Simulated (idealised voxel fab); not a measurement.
The document below concerns the process module designated voxel released beams.
Section shown: cut. Width: 210 nm. Cell size: 5 nm, square.
Cross-section = grid of square cells, listed top down in bands; band = one or more rows.
This entry defines a band. It first specifies the height of the band's top and the height of its bottom in nm, and then specifies the band's materials from left to right, stating each material with its width in nm. The word "everywhere" identifies a single material that fills the band from edge to edge, while the word "air" identifies empty space.
The level at which height equals 0 is the one under which the wafer, as it arrives, is entirely one material. No lower edge exists for the bottom band, which continues downward and is notated as in "0 -> down".
So if you see something like "30->40" for the width, read it as the top row of the band sitting at the first number and the bottom row at the second, with every row in between moving by the same amount as the last.
A step reported as "all unchanged" is a step in which no cell of the cross-section changed.
If an empty space has no open way to the top and is at least 8 cells in size, "Fully sealed voids" lists it, written width x height at distance, where distance is measured from the left edge and every value is in nm.
Past the settings on a step's line: simulator remark, on that step.
"overlay nm" answers the question of how far to the right of plan the mask lay on a step that has a mask, and when it is negative the answer is to the left.

**The steps planned for the process are as follows**
1. op RECEIVE | material Si
2. op CONFORMAL_DEP | material SiN | thk nm 10
3. op DIRECTIONAL_DEP | material SiO2 | thk nm 15
4. op DIRECTIONAL_DEP | material aC | thk nm 15
5. op PATTERN | tone open | mask id ANCHOR | material resist | width nm 45 | thk nm 30 | overlay nm 0
6. op DIRECTIONAL_ETCH | etch materials aC | depth nm 15
7. op STRIP | etch materials resist
8. op DIRECTIONAL_ETCH | etch materials SiO2 | depth nm 15
9. op STRIP | etch materials aC
10. op CONFORMAL_DEP | material W | thk nm 15
11. op DIRECTIONAL_DEP | material aC | thk nm 15
12. op PATTERN | tone cover | mask id BEAM | material resist | width nm 120 | thk nm 35 | overlay nm 0
13. op DIRECTIONAL_ETCH | etch materials aC | depth nm 15
14. op STRIP | etch materials resist
15. op DIRECTIONAL_ETCH | etch materials W | depth nm 15
16. op STRIP | etch materials aC
17. op STRIP | etch materials SiO2

**Shown in cross-section is the wafer as received, that is, as it stands after step 1**
0 -> down = Si everywhere
Fully sealed voids: none

**The following cross-section depicts the wafer upon conclusion of the module. Processing commenced from the starting condition illustrated above and adhered to the plan illustrated above, save for one mistake in execution**
40 -> 25 = air 40 | W 120 | air 50
25 -> 0 = SiN everywhere
0 -> down = Si everywhere
Fully sealed voids: none
Plan not followed: planned and actual differ for step 3; actual: op DIRECTIONAL_DEP | material SiN | thk nm 15
